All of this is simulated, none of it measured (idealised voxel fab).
The process module presented herein is designated voxel capacitor over wiring.
The figure presents cross-section cut, which has a width of 160 nm and is divided into square cells with an edge length of 5 nm.
Each cross-section below is a grid of square cells, stated as bands in top-down order, with one or more rows of cells making up each band. Basically the band line says how high the top is and how high the bottom is, in nm, and then what's in it from left to right, every material with its width in nm. Empty space shows up as "air", and if a single material carries "edge to edge" it runs the full band edge to edge. It should be noted that heights are counted from 0, beneath which the wafer as supplied is of one material throughout, and that the lowest band possesses no lower boundary but continues downward, as written in "0 and below". Width spec "30..40" -> top row of cells at first value, bottom row at second value, equal per-row change in between. Any step labelled "same as before" changed none of the cells in the cross-section. So "Enclosed void catalog" is basically the list of trapped voids: any empty space of 8 cells or more that can't reach the top through an opening. They're written width x height at distance, the distance being from the left edge, and it's all nm. It should be noted that, on the line of a given step, the content following the step's settings is a remark produced by the simulator itself with respect to that step. Regarding "overlay nm": on a step with a mask, it is the distance the mask lay to the right of its planned place; a negative value places it to the left.

**Process steps - plan**
1,RECEIVE,material Si
2,CONFORMAL_DEP,material SiO2,thk nm 15
3,CONFORMAL_DEP,material SiCN,thk nm 5
4,DIRECTIONAL_DEP,material lowk,thk nm 15
5,PATTERN,tone open,mask id METAL_1,material resist,width nm 30,pitch nm 95,thk nm 20,overlay nm 0
6,DIRECTIONAL_ETCH,etch materials lowk,depth nm 15
7,DIRECTIONAL_ETCH,etch materials SiCN,depth nm 5
8,STRIP,etch materials resist
9,CONFORMAL_DEP,material TiN,thk nm 5
10,FILL_DEP,material Ru,thk nm 10
11,CMP,height nm 35
12,CONFORMAL_DEP,material SiCN,thk nm 5
13,DIRECTIONAL_DEP,material lowk,thk nm 10
14,MASKED_ETCH,tone open,mask id PLUG_1,width nm 15,etch materials lowk,depth nm 10,overlay nm 0
15,MASKED_ETCH,tone open,mask id PLUG_1,width nm 15,etch materials SiCN,depth nm 5,overlay nm 0
16,EPI,material Ru,thk nm 10
17,EPI,material Ru,thk nm 5
18,DIRECTIONAL_DEP,material TiN,thk nm 5
19,DIRECTIONAL_DEP,material Al2O3,thk nm 5
20,DIRECTIONAL_DEP,material TiN,thk nm 10
21,MASKED_ETCH,tone cover,mask id UPPER_PLATE,width nm 70,etch materials TiN,depth nm 10,overlay nm 0
22,MASKED_ETCH,tone cover,mask id UPPER_PLATE,width nm 70,etch materials Al2O3,depth nm 5,overlay nm 0
23,PATTERN,tone cover,mask id LOWER_PLATE,material resist,width nm 80,thk nm 20,overlay nm 0
24,DIRECTIONAL_ETCH,etch materials TiN,depth nm 5
25,STRIP,etch materials resist
26,FILL_DEP,material SiO2,thk nm 15
27,CMP,height nm 80
28,PATTERN,tone open,mask id PLUG_2,material resist,width nm 15,thk nm 15,overlay nm 0
29,DIRECTIONAL_ETCH,etch materials SiO2,depth nm 10
30,STRIP,etch materials resist
31,CONFORMAL_DEP,material TiN,thk nm 5
32,FILL_DEP,material Cu,thk nm 10
33,CMP,height nm 80
34,CONFORMAL_DEP,material SiN,thk nm 5

**On the first of the two wafers: run conducted according to plan**

**Cross-section of the wafer upon arrival, representing the state reached after step 1**
	0 and below | Si edge to edge
	Enclosed void catalog: none

**So this is the wafer cross-section right after step 2**
	15 down to 0 | SiO2 edge to edge
	Below 0, the layers are the same as they were.

**So this is the wafer cross-section right after step 3**
	20 down to 15 | SiCN edge to edge
	Below 15, the layers are the same as they were.

**So this is the wafer cross-section right after step 4**
	35 down to 20 | lowk edge to edge
	Below 20, the layers are the same as they were.

**So this is the wafer cross-section right after step 5**
	55 down to 35 | resist 15 | air 30 | resist 65 | air 30 | resist 20
	Below 35, the layers are the same as they were.

**So this is the wafer cross-section right after step 6**
	55 down to 35 | resist 15 | air 30 | resist 65 | air 30 | resist 20
	35 down to 20 | lowk 15 | air 30 | lowk 65 | air 30 | lowk 20
	Below 20, the layers are the same as they were.

**So this is the wafer cross-section right after step 7**
	55 down to 35 | resist 15 | air 30 | resist 65 | air 30 | resist 20
	35 down to 20 | lowk 15 | air 30 | lowk 65 | air 30 | lowk 20
	20 down to 15 | SiCN 15 | air 30 | SiCN 65 | air 30 | SiCN 20
	Below 15, the layers are the same as they were.

**So this is the wafer cross-section right after step 8**
	35 down to 20 | lowk 15 | air 30 | lowk 65 | air 30 | lowk 20
	Below 20, the layers are the same as they were.

**So this is the wafer cross-section right after step 9**
	40 down to 35 | TiN 20 | air 20 | TiN 75 | air 20 | TiN 25
	35 down to 20 | lowk 15 | TiN 5 | air 20 | TiN 5 | lowk 65 | TiN 5 | air 20 | TiN 5 | lowk 20
	20 down to 15 | SiCN 15 | TiN 30 | SiCN 65 | TiN 30 | SiCN 20
	Below 15, the layers are the same as they were.

**So this is the wafer cross-section right after step 10**
	50 down to 40 | Ru edge to edge
	40 down to 35 | TiN 20 | Ru 20 | TiN 75 | Ru 20 | TiN 25
	35 down to 20 | lowk 15 | TiN 5 | Ru 20 | TiN 5 | lowk 65 | TiN 5 | Ru 20 | TiN 5 | lowk 20
	Below 20, the layers are the same as they were.

**So this is the wafer cross-section right after step 11**
	35 down to 20 | lowk 15 | TiN 5 | Ru 20 | TiN 5 | lowk 65 | TiN 5 | Ru 20 | TiN 5 | lowk 20
	Below 20, the layers are the same as they were.

**So this is the wafer cross-section right after step 12**
	40 down to 35 | SiCN edge to edge
	Below 35, the layers are the same as they were.

**So this is the wafer cross-section right after step 13**
	50 down to 40 | lowk edge to edge
	Below 40, the layers are the same as they were.

**So this is the wafer cross-section right after step 14**
	50 down to 40 | lowk 30 | air 15 | lowk 115
	Below 40, the layers are the same as they were.

**So this is the wafer cross-section right after step 15**
	50 down to 40 | lowk 30 | air 15 | lowk 115
	40 down to 35 | SiCN 30 | air 15 | SiCN 115
	Below 35, the layers are the same as they were.

**So this is the wafer cross-section right after step 16**
	50 down to 45 | lowk 30 | air 15 | lowk 115
	45 down to 40 | lowk 30 | Ru 15 | lowk 115
	40 down to 35 | SiCN 30 | Ru 15 | SiCN 115
	Below 35, the layers are the same as they were.

**So this is the wafer cross-section right after step 17**
	50 down to 40 | lowk 30 | Ru 15 | lowk 115
	Below 40, the layers are the same as they were.

**So this is the wafer cross-section right after step 18**
	55 down to 50 | TiN edge to edge
	Below 50, the layers are the same as they were.

**So this is the wafer cross-section right after step 19**
	60 down to 55 | Al2O3 edge to edge
	Below 55, the layers are the same as they were.

**So this is the wafer cross-section right after step 20**
	70 down to 60 | TiN edge to edge
	Below 60, the layers are the same as they were.

**So this is the wafer cross-section right after step 21**
	70 down to 60 | air 30 | TiN 70 | air 60
	Below 60, the layers are the same as they were.

**So this is the wafer cross-section right after step 22**
	70 down to 60 | air 30 | TiN 70 | air 60
	60 down to 55 | air 30 | Al2O3 70 | air 60
	Below 55, the layers are the same as they were.

**So this is the wafer cross-section right after step 23**
	90 down to 70 | air 25 | resist 80 | air 55
	70 down to 60 | air 25 | resist 5 | TiN 70 | resist 5 | air 55
	60 down to 55 | air 25 | resist 5 | Al2O3 70 | resist 5 | air 55
	Below 55, the layers are the same as they were.

**So this is the wafer cross-section right after step 24**
	90 down to 70 | air 25 | resist 80 | air 55
	70 down to 60 | air 25 | resist 5 | TiN 70 | resist 5 | air 55
	60 down to 55 | air 25 | resist 5 | Al2O3 70 | resist 5 | air 55
	55 down to 50 | air 25 | TiN 80 | air 55
	Below 50, the layers are the same as they were.

**So this is the wafer cross-section right after step 25**
	70 down to 60 | air 30 | TiN 70 | air 60
	60 down to 55 | air 30 | Al2O3 70 | air 60
	Below 55, the layers are the same as they were.

**So this is the wafer cross-section right after step 26**
	85 down to 70 | SiO2 edge to edge
	70 down to 60 | SiO2 30 | TiN 70 | SiO2 60
	60 down to 55 | SiO2 30 | Al2O3 70 | SiO2 60
	55 down to 50 | SiO2 25 | TiN 80 | SiO2 55
	Below 50, the layers are the same as they were.

**So this is the wafer cross-section right after step 27**
	80 down to 70 | SiO2 edge to edge
	Below 70, the layers are the same as they were.

**So this is the wafer cross-section right after step 28**
	95 down to 80 | resist 40 | air 15 | resist 105
	Below 80, the layers are the same as they were.

**So this is the wafer cross-section right after step 29**
	95 down to 80 | resist 40 | air 15 | resist 105
	80 down to 70 | SiO2 40 | air 15 | SiO2 105
	Below 70, the layers are the same as they were.

**So this is the wafer cross-section right after step 30**
	80 down to 70 | SiO2 40 | air 15 | SiO2 105
	Below 70, the layers are the same as they were.

**So this is the wafer cross-section right after step 31**
	85 down to 80 | TiN 45 | air 5 | TiN 110
	80 down to 75 | SiO2 40 | TiN 5 | air 5 | TiN 5 | SiO2 105
	75 down to 70 | SiO2 40 | TiN 15 | SiO2 105
	Below 70, the layers are the same as they were.

**So this is the wafer cross-section right after step 32**
	95 down to 85 | Cu edge to edge
	85 down to 80 | TiN 45 | Cu 5 | TiN 110
	80 down to 75 | SiO2 40 | TiN 5 | Cu 5 | TiN 5 | SiO2 105
	Below 75, the layers are the same as they were.

**So this is the wafer cross-section right after step 33**
	80 down to 75 | SiO2 40 | TiN 5 | Cu 5 | TiN 5 | SiO2 105
	Below 75, the layers are the same as they were.

**So this is the wafer cross-section right after step 34**
	85 down to 80 | SiN edge to edge
	Below 80, the layers are the same as they were.

**Second wafer - shared start and plan with the first - one error in running - same as the first up to step 20 inclusive**

**Look at the second wafer in cross-section at the time step 21 ought to have finished**
	70 down to 60 | air 40 | TiN 70 | air 50
	Below 60, the layers are the same as they were.

**Look at the second wafer in cross-section at the time step 22 ought to have finished**
	70 down to 60 | air 40 | TiN 70 | air 50
	60 down to 55 | air 30 | Al2O3 80 | air 50
	Below 55, the layers are the same as they were.

**Look at the second wafer in cross-section at the time step 23 ought to have finished**
	90 down to 70 | air 25 | resist 80 | air 55
	70 down to 60 | air 25 | resist 15 | TiN 70 | air 50
	60 down to 55 | air 25 | resist 5 | Al2O3 80 | air 50
	Below 55, the layers are the same as they were.

**Look at the second wafer in cross-section at the time step 24 ought to have finished**
	90 down to 70 | air 25 | resist 80 | air 55
	70 down to 60 | air 25 | resist 15 | TiN 65..70 | air 55..50
	60 down to 55 | air 25 | resist 5 | Al2O3 80 | air 50
	55 down to 50 | air 25 | TiN 85 | air 50
	Below 50, the layers are the same as they were.

**Look at the second wafer in cross-section at the time step 25 ought to have finished**
	70 down to 60 | air 40 | TiN 65..70 | air 55..50
	60 down to 55 | air 30 | Al2O3 80 | air 50
	Below 55, the layers are the same as they were.

**Look at the second wafer in cross-section at the time step 26 ought to have finished**
	85 down to 70 | SiO2 edge to edge
	70 down to 60 | SiO2 40 | TiN 65..70 | SiO2 55..50
	60 down to 55 | SiO2 30 | Al2O3 80 | SiO2 50
	55 down to 50 | SiO2 25 | TiN 85 | SiO2 50
	Below 50, the layers are the same as they were.

**Look at the second wafer in cross-section at the time step 27 ought to have finished**
	80 down to 70 | SiO2 edge to edge
	Below 70, the layers are the same as they were.

**Look at the second wafer in cross-section at the time step 28 ought to have finished**
	95 down to 80 | resist 40 | air 15 | resist 105
	Below 80, the layers are the same as they were.

**Look at the second wafer in cross-section at the time step 29 ought to have finished**
	95 down to 80 | resist 40 | air 15 | resist 105
	80 down to 70 | SiO2 40 | air 15 | SiO2 105
	Below 70, the layers are the same as they were.

**Look at the second wafer in cross-section at the time step 30 ought to have finished**
	80 down to 70 | SiO2 40 | air 15 | SiO2 105
	Below 70, the layers are the same as they were.

**Look at the second wafer in cross-section at the time step 31 ought to have finished**
	85 down to 80 | TiN 45 | air 5 | TiN 110
	80 down to 75 | SiO2 40 | TiN 5 | air 5 | TiN 5 | SiO2 105
	75 down to 65 | SiO2 40 | TiN 15..65 | SiO2 105..55
	Below 65, the layers are the same as they were.

**Look at the second wafer in cross-section at the time step 32 ought to have finished**
	95 down to 85 | Cu edge to edge
	85 down to 80 | TiN 45 | Cu 5 | TiN 110
	80 down to 75 | SiO2 40 | TiN 5 | Cu 5 | TiN 5 | SiO2 105
	Below 75, the layers are the same as they were.

**Look at the second wafer in cross-section at the time step 33 ought to have finished**
	80 down to 75 | SiO2 40 | TiN 5 | Cu 5 | TiN 5 | SiO2 105
	Below 75, the layers are the same as they were.

**Look at the second wafer in cross-section at the time step 34 ought to have finished**
	85 down to 80 | SiN edge to edge
	Below 80, the layers are the same as they were.
Plan not followed: it should be noted that step 21 was executed with settings other than those planned, the operation and settings actually applied being MASKED_ETCH,tone cover,mask id UPPER_PLATE,width nm 70,etch materials TiN,depth nm 10,overlay nm 10
The final cell counts differ between the wafers, with the second having more or fewer of some materials than the first: Al2O3 +2 | SiO2 -2
